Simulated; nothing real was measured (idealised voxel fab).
The name of this process module is voxel ribs on slabs.
The width of the displayed cross-section, cut, is 150 nm; its cells are square, with a size of 5 nm.
Cross-section format: a grid of square cells, given as bands from top to bottom; each band is one or more rows of cells. The band entry comprises the height of the band's top followed by the height of its bottom, expressed in nm, and subsequently the band's materials from left to right, each stated together with its width in nm. Where a single material is marked with the word "everywhere", that material fills the band from edge to edge. The word "empty" represents empty space. Heights are expressed relative to 0, this being the level below which the as-received wafer comprises one material exclusively. The lowest band is unbounded in the downward direction and is denoted as in "top 0, no bottom". You'd read "30..40" like this: the band's top row of cells is as wide as the first number, its bottom row is as wide as the second, and going down, every row changes width by the same amount as the row before did. What does "identical to before" mean for a step? It means no cell of the cross-section changed in that step. Enclosed voids (no open way to top), threshold 8 cells or more, entry "Closed void entries", notation width x height at distance, distance from left edge, nm. On a step's line, text after the settings is the simulator commenting on that step. For masked steps, "overlay nm" on the step line gives how far right of plan the mask actually lay; a minus sign means it lay to the left.

THE FOLLOWING LIST GIVES THE PLANNED PROCESS STEPS
1,op RECEIVE | material Si
2,op DIRECTIONAL_DEP | material SiO2 | thk nm 25
3,op DIRECTIONAL_DEP | material polySi | thk nm 15
4,op DIRECTIONAL_DEP | material aC | thk nm 10
5,op PATTERN | tone cover | mask id RIB | material resist | width nm 25 | thk nm 25 | overlay nm 0
6,op DIRECTIONAL_ETCH | etch materials aC | depth nm 10
7,op STRIP | etch materials resist
8,op DIRECTIONAL_ETCH | etch materials polySi | depth nm 10
9,op STRIP | etch materials aC
10,op PATTERN | tone cover | mask id SLAB | material resist | width nm 85 | thk nm 20 | overlay nm 0
11,op DIRECTIONAL_ETCH | etch materials polySi | depth nm 5
12,op STRIP | etch materials resist
13,op FILL_DEP | material SiO2 | thk nm 25
14,op CMP | height nm 60
15,op DIRECTIONAL_DEP | material W | thk nm 5
16,op DIRECTIONAL_DEP | material aC | thk nm 15
17,op PATTERN | tone cover | mask id HEATER | material resist | width nm 35 | thk nm 30 | overlay nm 0
18,op DIRECTIONAL_ETCH | etch materials aC | depth nm 15
19,op STRIP | etch materials resist
20,op DIRECTIONAL_ETCH | etch materials W | depth nm 5
21,op STRIP | etch materials aC
22,op CONFORMAL_DEP | material SiO2 | thk nm 5

ACCOUNT OF THE FIRST OF TWO WAFERS, WHICH WAS PROCESSED AS INTENDED

CROSS-SECTION: WAFER ON ARRIVAL = AFTER STEP 1
- top 0, no bottom: Si everywhere
- Closed void entries: none

CROSS-SECTION OF THE WAFER AFTER STEP 2
- top 25, bottom 0: SiO2 everywhere
- Below 0, the layers are the same as they were.

CROSS-SECTION OF THE WAFER AFTER STEP 3
- top 40, bottom 25: polySi everywhere
- Below 25, the layers are the same as they were.

CROSS-SECTION OF THE WAFER AFTER STEP 4
- top 50, bottom 40: aC everywhere
- Below 40, the layers are the same as they were.

CROSS-SECTION OF THE WAFER AFTER STEP 5
- top 75, bottom 50: empty: 60; resist: 25; empty: 65
- Below 50, the layers are the same as they were.

CROSS-SECTION OF THE WAFER AFTER STEP 6
- top 65, bottom 50: empty: 60; resist: 25; empty: 65
- top 50, bottom 40: empty: 60; aC: 25; empty: 65
- Below 40, the layers are the same as they were.

CROSS-SECTION OF THE WAFER AFTER STEP 7
- top 50, bottom 40: empty: 60; aC: 25; empty: 65
- Below 40, the layers are the same as they were.

CROSS-SECTION OF THE WAFER AFTER STEP 8
- top 50, bottom 40: empty: 60; aC: 25; empty: 65
- top 40, bottom 30: empty: 60; polySi: 25; empty: 65
- Below 30, the layers are the same as they were.

CROSS-SECTION OF THE WAFER AFTER STEP 9
- top 40, bottom 30: empty: 60; polySi: 25; empty: 65
- Below 30, the layers are the same as they were.

CROSS-SECTION OF THE WAFER AFTER STEP 10
- top 60, bottom 40: empty: 30; resist: 85; empty: 35
- top 40, bottom 30: empty: 30; resist: 30; polySi: 25; resist: 30; empty: 35
- Below 30, the layers are the same as they were.

CROSS-SECTION OF THE WAFER AFTER STEP 11
- top 60, bottom 40: empty: 30; resist: 85; empty: 35
- top 40, bottom 30: empty: 30; resist: 30; polySi: 25; resist: 30; empty: 35
- top 30, bottom 25: empty: 30; polySi: 85; empty: 35
- Below 25, the layers are the same as they were.

CROSS-SECTION OF THE WAFER AFTER STEP 12
- top 40, bottom 30: empty: 60; polySi: 25; empty: 65
- Below 30, the layers are the same as they were.

CROSS-SECTION OF THE WAFER AFTER STEP 13
- top 65, bottom 40: SiO2 everywhere
- top 40, bottom 30: SiO2: 60; polySi: 25; SiO2: 65
- top 30, bottom 25: SiO2: 30; polySi: 85; SiO2: 35
- Below 25, the layers are the same as they were.

CROSS-SECTION OF THE WAFER AFTER STEP 14
- top 60, bottom 40: SiO2 everywhere
- Below 40, the layers are the same as they were.

CROSS-SECTION OF THE WAFER AFTER STEP 15
- top 65, bottom 60: W everywhere
- Below 60, the layers are the same as they were.

CROSS-SECTION OF THE WAFER AFTER STEP 16
- top 80, bottom 65: aC everywhere
- Below 65, the layers are the same as they were.

CROSS-SECTION OF THE WAFER AFTER STEP 17
- top 110, bottom 80: empty: 55; resist: 35; empty: 60
- Below 80, the layers are the same as they were.

CROSS-SECTION OF THE WAFER AFTER STEP 18
- top 95, bottom 80: empty: 55; resist: 35; empty: 60
- top 80, bottom 65: empty: 55; aC: 35; empty: 60
- Below 65, the layers are the same as they were.

CROSS-SECTION OF THE WAFER AFTER STEP 19
- top 80, bottom 65: empty: 55; aC: 35; empty: 60
- Below 65, the layers are the same as they were.

CROSS-SECTION OF THE WAFER AFTER STEP 20
- top 80, bottom 65: empty: 55; aC: 35; empty: 60
- top 65, bottom 60: empty: 55; W: 35; empty: 60
- Below 60, the layers are the same as they were.

CROSS-SECTION OF THE WAFER AFTER STEP 21
- top 65, bottom 60: empty: 55; W: 35; empty: 60
- Below 60, the layers are the same as they were.

CROSS-SECTION OF THE WAFER AFTER STEP 22
- top 70, bottom 65: empty: 50; SiO2: 45; empty: 55
- top 65, bottom 60: SiO2: 55; W: 35; SiO2: 60
- Below 60, the layers are the same as they were.

SECOND WAFER. START AND PLAN AS FOR THE FIRST. ONE MISTAKE MADE IN RUNNING. AGREES WITH THE FIRST UP TO AND INCLUDING STEP 2

HERE IS THE SECOND WAFER IN CROSS-SECTION AT THE POINT WHERE STEP 3 OF THE PLAN SHOULD HAVE BEEN DONE
- top 50, bottom 25: polySi everywhere
- Below 25, the layers are the same as they were.

HERE IS THE SECOND WAFER IN CROSS-SECTION AT THE POINT WHERE STEP 4 OF THE PLAN SHOULD HAVE BEEN DONE
- top 60, bottom 50: aC everywhere
- Below 50, the layers are the same as they were.

HERE IS THE SECOND WAFER IN CROSS-SECTION AT THE POINT WHERE STEP 5 OF THE PLAN SHOULD HAVE BEEN DONE
- top 85, bottom 60: empty: 60; resist: 25; empty: 65
- Below 60, the layers are the same as they were.

HERE IS THE SECOND WAFER IN CROSS-SECTION AT THE POINT WHERE STEP 6 OF THE PLAN SHOULD HAVE BEEN DONE
- top 75, bottom 60: empty: 60; resist: 25; empty: 65
- top 60, bottom 50: empty: 60; aC: 25; empty: 65
- Below 50, the layers are the same as they were.

HERE IS THE SECOND WAFER IN CROSS-SECTION AT THE POINT WHERE STEP 7 OF THE PLAN SHOULD HAVE BEEN DONE
- top 60, bottom 50: empty: 60; aC: 25; empty: 65
- Below 50, the layers are the same as they were.

HERE IS THE SECOND WAFER IN CROSS-SECTION AT THE POINT WHERE STEP 8 OF THE PLAN SHOULD HAVE BEEN DONE
- top 60, bottom 50: empty: 60; aC: 25; empty: 65
- top 50, bottom 40: empty: 60; polySi: 25; empty: 65
- Below 40, the layers are the same as they were.

HERE IS THE SECOND WAFER IN CROSS-SECTION AT THE POINT WHERE STEP 9 OF THE PLAN SHOULD HAVE BEEN DONE
- top 50, bottom 40: empty: 60; polySi: 25; empty: 65
- Below 40, the layers are the same as they were.

HERE IS THE SECOND WAFER IN CROSS-SECTION AT THE POINT WHERE STEP 10 OF THE PLAN SHOULD HAVE BEEN DONE
- top 70, bottom 50: empty: 30; resist: 85; empty: 35
- top 50, bottom 40: empty: 30; resist: 30; polySi: 25; resist: 30; empty: 35
- Below 40, the layers are the same as they were.

HERE IS THE SECOND WAFER IN CROSS-SECTION AT THE POINT WHERE STEP 11 OF THE PLAN SHOULD HAVE BEEN DONE
- top 70, bottom 50: empty: 30; resist: 85; empty: 35
- top 50, bottom 40: empty: 30; resist: 30; polySi: 25; resist: 30; empty: 35
- top 40, bottom 35: empty: 30; polySi: 85; empty: 35
- Below 35, the layers are the same as they were.

HERE IS THE SECOND WAFER IN CROSS-SECTION AT THE POINT WHERE STEP 12 OF THE PLAN SHOULD HAVE BEEN DONE
- top 50, bottom 40: empty: 60; polySi: 25; empty: 65
- Below 40, the layers are the same as they were.

HERE IS THE SECOND WAFER IN CROSS-SECTION AT THE POINT WHERE STEP 13 OF THE PLAN SHOULD HAVE BEEN DONE
- top 75, bottom 50: SiO2 everywhere
- top 50, bottom 40: SiO2: 60; polySi: 25; SiO2: 65
- top 40, bottom 35: SiO2: 30; polySi: 85; SiO2: 35
- Below 35, the layers are the same as they were.

HERE IS THE SECOND WAFER IN CROSS-SECTION AT THE POINT WHERE STEP 14 OF THE PLAN SHOULD HAVE BEEN DONE
- top 60, bottom 50: SiO2 everywhere
- Below 50, the layers are the same as they were.

HERE IS THE SECOND WAFER IN CROSS-SECTION AT THE POINT WHERE STEP 15 OF THE PLAN SHOULD HAVE BEEN DONE
- top 65, bottom 60: W everywhere
- Below 60, the layers are the same as they were.

HERE IS THE SECOND WAFER IN CROSS-SECTION AT THE POINT WHERE STEP 16 OF THE PLAN SHOULD HAVE BEEN DONE
- top 80, bottom 65: aC everywhere
- Below 65, the layers are the same as they were.

HERE IS THE SECOND WAFER IN CROSS-SECTION AT THE POINT WHERE STEP 17 OF THE PLAN SHOULD HAVE BEEN DONE
- top 110, bottom 80: empty: 55; resist: 35; empty: 60
- Below 80, the layers are the same as they were.

HERE IS THE SECOND WAFER IN CROSS-SECTION AT THE POINT WHERE STEP 18 OF THE PLAN SHOULD HAVE BEEN DONE
- top 95, bottom 80: empty: 55; resist: 35; empty: 60
- top 80, bottom 65: empty: 55; aC: 35; empty: 60
- Below 65, the layers are the same as they were.

HERE IS THE SECOND WAFER IN CROSS-SECTION AT THE POINT WHERE STEP 19 OF THE PLAN SHOULD HAVE BEEN DONE
- top 80, bottom 65: empty: 55; aC: 35; empty: 60
- Below 65, the layers are the same as they were.

HERE IS THE SECOND WAFER IN CROSS-SECTION AT THE POINT WHERE STEP 20 OF THE PLAN SHOULD HAVE BEEN DONE
- top 80, bottom 65: empty: 55; aC: 35; empty: 60
- top 65, bottom 60: empty: 55; W: 35; empty: 60
- Below 60, the layers are the same as they were.

HERE IS THE SECOND WAFER IN CROSS-SECTION AT THE POINT WHERE STEP 21 OF THE PLAN SHOULD HAVE BEEN DONE
- top 65, bottom 60: empty: 55; W: 35; empty: 60
- Below 60, the layers are the same as they were.

HERE IS THE SECOND WAFER IN CROSS-SECTION AT THE POINT WHERE STEP 22 OF THE PLAN SHOULD HAVE BEEN DONE
- top 70, bottom 65: empty: 50; SiO2: 45; empty: 55
- top 65, bottom 60: SiO2: 55; W: 35; SiO2: 60
- Below 60, the layers are the same as they were.
What broke from the plan during processing? step 3 changed vs plan, executed as op DIRECTIONAL_DEP | material polySi | thk nm 25
Counted in cells at the end, the second wafer holds more or fewer of these materials than the first: SiO2: 60 fewer, polySi: 60 more
